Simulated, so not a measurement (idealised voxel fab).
Module name: voxel wiring stack (process module)
The figure presents cross-section cut, which has a width of 245 nm and is divided into square cells with an edge length of 5 nm.
In this document a cross-section is written as a grid of square cells. It is given as a series of bands, listed from the top down, and a band is one or more rows of cells. Band entry format. Leading values: height of top, height of bottom, nm. Remainder: materials in left-to-right order, each with its width in nm. Special words: "full width" on a single material, which then fills the band edge to edge; "air", empty space. All heights in this document are referenced to 0, defined as the level beneath which the wafer, as received, consists entirely of one material. The lowest band is not bounded below; it extends indefinitely downward and is written in the form "z 0 and below". Width: "30..40" (first number = top row, second number = bottom row, same change from row to row of cells). It should be understood that the words "nothing got changed", when stated for a given step, signify that the cross-section underwent no change in any of its cells during that step. The list in "Closed void inventory" covers empty spaces of 8 cells or more that cannot reach the top through any open way, and it gives each as width x height at distance; the distance is from the left edge, and width, height and distance are in nm. after a step's settings: what the simulator itself notes on the step. "overlay nm" answers the question of how far to the right of plan the mask lay on a step that has a mask, and when it is negative the answer is to the left.

Planned process steps:
1) RECEIVE (material Si)
2) CONFORMAL_DEP (material SiO2; thk nm 15)
3) DIRECTIONAL_DEP (material TiN; thk nm 5)
4) DIRECTIONAL_DEP (material Ru; thk nm 15)
5) DIRECTIONAL_DEP (material aC; thk nm 15)
6) PATTERN (tone cover; mask id METAL_1; material resist; width nm 30; pitch nm 50; thk nm 30; overlay nm 0)
7) DIRECTIONAL_ETCH (etch materials aC; depth nm 15)
8) STRIP (etch materials resist)
9) DIRECTIONAL_ETCH (etch materials Ru; depth nm 15)
10) DIRECTIONAL_ETCH (etch materials TiN; depth nm 5)
11) STRIP (etch materials aC)
12) FILL_DEP (material SiO2; thk nm 5)
13) CMP (height nm 35)
14) CONFORMAL_DEP (material SiCN; thk nm 5)
15) DIRECTIONAL_DEP (material lowk; thk nm 30)
16) PATTERN (tone open; mask id METAL_2; material resist; width nm 30; pitch nm 50; thk nm 15; overlay nm 0)
17) DIRECTIONAL_ETCH (etch materials lowk; depth nm 15)
18) STRIP (etch materials resist)
19) PATTERN (tone open; mask id METAL_2_HOLES; material resist; width nm 15; pitch nm 50; thk nm 15; overlay nm 0)
20) DIRECTIONAL_ETCH (etch materials lowk; depth nm 15)
21) DIRECTIONAL_ETCH (etch materials SiCN; depth nm 5)
22) STRIP (etch materials resist)
23) CONFORMAL_DEP (material TiN; thk nm 5)
24) FILL_DEP (material Cu; thk nm 10)
25) CMP (height nm 70)
26) CONFORMAL_DEP (material SiCN; thk nm 5)
27) DIRECTIONAL_DEP (material lowk; thk nm 30)
28) PATTERN (tone open; mask id METAL_3; material resist; width nm 30; pitch nm 50; thk nm 20; overlay nm 0)
29) DIRECTIONAL_ETCH (etch materials lowk; depth nm 15)
30) STRIP (etch materials resist)
31) PATTERN (tone open; mask id METAL_3_HOLES; material resist; width nm 15; thk nm 15; overlay nm 0)
32) DIRECTIONAL_ETCH (etch materials lowk; depth nm 15)
33) DIRECTIONAL_ETCH (etch materials SiCN; depth nm 5)
34) STRIP (etch materials resist)
35) CONFORMAL_DEP (material TiN; thk nm 5)
36) FILL_DEP (material Cu; thk nm 10)
37) CMP (height nm 105)
38) CONFORMAL_DEP (material SiN; thk nm 5)
varied across the wafers: thk nm of step 14. The plan shows the first wafer's value. All wafers start alike

Received condition of the first of several wafers, sectioned: post-step 1:
	z 0 and below | Si full width
	Closed void inventory: none

Where each wafer stands at the end of the module, a row apiece: cells of each material gained (+) or lost (-) since it was received, then closed voids:
thk nm 5; +44 Cu; +36 Ru; +89 SiCN; +49 SiN; +295 SiO2; +76 TiN; +489 lowk; Closed void inventory: none
thk nm 10; +36 Cu; +36 Ru; +138 SiCN; +49 SiN; +295 SiO2; +72 TiN; +452 lowk; Closed void inventory: none
thk nm 15; +28 Cu; +36 Ru; +187 SiCN; +49 SiN; +295 SiO2; +68 TiN; +415 lowk; Closed void inventory: none
thk nm 20; +26 Cu; +36 Ru; +236 SiCN; +49 SiN; +295 SiO2; +58 TiN; +378 lowk; Closed void inventory: none
